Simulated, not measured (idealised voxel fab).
Presented below is a process module, voxel spacer lines.
Cross-section cut spans 230 nm and uses square cells 5 nm in size.
Just so we're on the same page, the cross-sections are grids of square cells, and they're listed out in bands top to bottom, each band one or more rows deep.
Look at the band entry: it leads with the top's height and the bottom's height in nm. Then it lists the materials left to right, with a width in nm for each. The word "all across" on a single material says that material fills the band edge to edge. The word "air" is empty space.
Below 0: as-received wafer, all one material; heights counted from there. Lowest band: no bottom, goes on down, written "top 0, no bottom".
Per-row width for "30->40": begins at first number (top row of band), ends at second number (bottom row), increment between rows held constant.
"remained the same" (step): cross-section cells unchanged, all of them.
In the "Closed empty spaces" entry, you get each enclosed empty space of 8 cells or more, one with no open way to the top, written width x height at distance, distance from the left edge, in nm.
On a step's line, text after the settings is the simulator commenting on that step.
"overlay nm" answers the question of how far to the right of plan the mask lay on a step that has a mask, and when it is negative the answer is to the left.

## Intended process steps
1: RECEIVE | material Si
2: CONFORMAL_DEP | material Al2O3 | thk nm 5
3: DIRECTIONAL_DEP | material SiN | thk nm 10
4: DIRECTIONAL_DEP | material polySi | thk nm 25
5: PATTERN | tone cover | mask id MANDREL | material resist | width nm 15 | pitch nm 60 | thk nm 35 | overlay nm 0
6: DIRECTIONAL_ETCH | etch materials polySi | depth nm 25
7: STRIP | etch materials resist
8: CONFORMAL_DEP | material SiO2 | thk nm 15
9: DIRECTIONAL_ETCH | etch materials SiO2 | depth nm 15
10: STRIP | etch materials polySi
11: DIRECTIONAL_ETCH | etch materials SiN | depth nm 10
12: STRIP | etch materials SiO2

## Cross-section, incoming material, after step 1
top 0, no bottom = Si all across
Closed empty spaces: none

## Cross-section, end of module. Start: as above. Plan: as above. Execution: one mistake
top 10, bottom 0 = 30 of air, 15 of SiN, 15 of air, 15 of SiN, 15 of air, 15 of SiN, 15 of air, 15 of SiN, 15 of air, 15 of SiN, 15 of air, 15 of SiN, 35 of air
top 0, no bottom = Si all across
Closed empty spaces: none
Nonconformance to the process plan: step 2 of the plan did not run at all; it was left out
